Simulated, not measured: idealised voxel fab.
process module | voxel self aligned contacts
cross-section cut | 270 nm wide | cells 5 nm
A cross-section is a grid of square cells, given in bands from the top down. A band is one or more rows of cells.
Each band's line starts with the height of the band's top and of its bottom, in nm. Then come its materials from left to right, each with its width in nm. One material with "throughout" fills the band from edge to edge. "air" is empty space.
Height 0 is the level under which the wafer as received is all one material. The lowest band goes on downwards, as in "0 down".
A width such as "30 to 40" changes by the same amount from each row of cells to the next, from the band's top row to its bottom row.
"no change" after a step means that no cell of the cross-section changed.
closed voids: empty space of 8 cells or more with no open way to the top, each as width x height at its distance from the left edge, in nm
after a step's settings: what the simulator itself notes on the step
overlay nm, on a step with a mask: how far to the right of its planned place the mask lay; to the left if negative
plan
1 op RECEIVE | material Si
2 op OXIDIZE | depth nm 5
3 op DIRECTIONAL_DEP | material polySi | thk nm 20
4 op DIRECTIONAL_DEP | material SiN | thk nm 20
5 op MASKED_ETCH | tone cover | mask id GATE | width nm 25 | pitch nm 60 | etch materials SiN | depth nm 20 | overlay nm 0
6 op MASKED_ETCH | tone cover | mask id GATE | width nm 25 | pitch nm 60 | etch materials polySi | depth nm 20 | overlay nm 0
7 op CONFORMAL_DEP | material SiN | thk nm 5
8 op DIRECTIONAL_ETCH | etch materials SiN | depth nm 5
9 op FILL_DEP | material SiO2 | thk nm 10
10 op CMP | height nm 45
11 op PATTERN | tone open | mask id CONTACT | material resist | width nm 45 | thk nm 15 | overlay nm 0
12 op DIRECTIONAL_ETCH | etch materials SiO2 | depth nm 50
13 op STRIP | etch materials resist
14 op CONFORMAL_DEP | material TiN | thk nm 5
15 op FILL_DEP | material W | thk nm 5
16 op CMP | height nm 45
17 op CONFORMAL_DEP | material SiCN | thk nm 5
as received, after step 1
  0 down: Si throughout
  closed voids: none
a wafer at the end: this start, this plan, one mistake
  50 to 45: SiCN throughout
  45 to 40: SiO2 110 | TiN 15 | W 15 | TiN 15 | SiO2 115
  40 to 20: SiO2 85 | SiN 35 | TiN 5 | W 15 | TiN 5 | SiN 35 | SiO2 90
  20 to 15: SiO2 120 | TiN 25 | SiO2 125
  15 to 0: polySi throughout
  0 down: Si throughout
  closed voids: none
what went wrong: steps 2 and 3 were swapped
